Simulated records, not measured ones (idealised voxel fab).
The name of this process module is voxel double patterning.
FYI the section here is cut, 255 nm wide, cells are 5 nm squares.
Cross-sections here: square-cell grids, written as top-down lists of bands, a band being one or more rows of cells. What a band's entry tells you: where the top is and where the bottom is, as heights in nm, and after that what lies inside, material by material from left to right, each with its width in nm. Empty space is written as the word "empty", and a single material marked with the word "full width" occupies the band from edge to edge. Heads up on the height convention: 0 is the point under which the incoming wafer is all one material, and the lowest band has no bottom, it just keeps going down, like "0 and below". The width entry "30->40" should be interpreted row by row: the top row of cells in the band takes the first number, the bottom row takes the second number, and the change between adjacent rows is uniform throughout. Reading "everything unchanged" for a step: not a cell of the cross-section changed in it. If an empty space has no open way to the top and is at least 8 cells in size, "Listed closed voids" lists it, written width x height at distance, where distance is measured from the left edge and every value is in nm. Heads up: the bit after the settings on a step's line is the simulator's remark on that step. The "overlay nm" setting may appear on a step's line; for a step that uses a mask, it gives how far to the right of its planned position the mask lay, and a negative value indicates the left.
**The following list gives the planned process steps**
1,RECEIVE with material Si
2,CONFORMAL_DEP with material SiN, thk nm 5
3,DIRECTIONAL_DEP with material SiO2, thk nm 10
4,DIRECTIONAL_DEP with material SiCN, thk nm 10
5,MASKED_ETCH with tone open, mask id FIRST, width nm 15, pitch nm 50, etch materials SiCN, depth nm 10, overlay nm 0
6,DIRECTIONAL_DEP with material aC, thk nm 10
7,PATTERN with tone open, mask id SECOND, material resist, width nm 15, pitch nm 50, thk nm 25, overlay nm 0
8,DIRECTIONAL_ETCH with etch materials aC, depth nm 10
9,STRIP with etch materials resist
10,DIRECTIONAL_ETCH with etch materials SiCN, depth nm 10
11,STRIP with etch materials aC
12,DIRECTIONAL_ETCH with etch materials SiO2, depth nm 10
13,STRIP with etch materials SiCN
**Cross-section of the wafer at receipt, which is the condition after step 1**
- 0 and below = Si full width
- Listed closed voids: none
**End state of the module in cross-section, given the above starting point and plan and one mistake in execution**
- 10 down to 0 = 70 SiO2 / 15 empty / 10 SiO2 / 15 empty / 10 SiO2 / 15 empty / 10 SiO2 / 15 empty / 10 SiO2 / 15 empty / 70 SiO2
- 0 and below = Si full width
- Listed closed voids: none
Diagnosis: step 2 of the plan was excluded from execution and never run
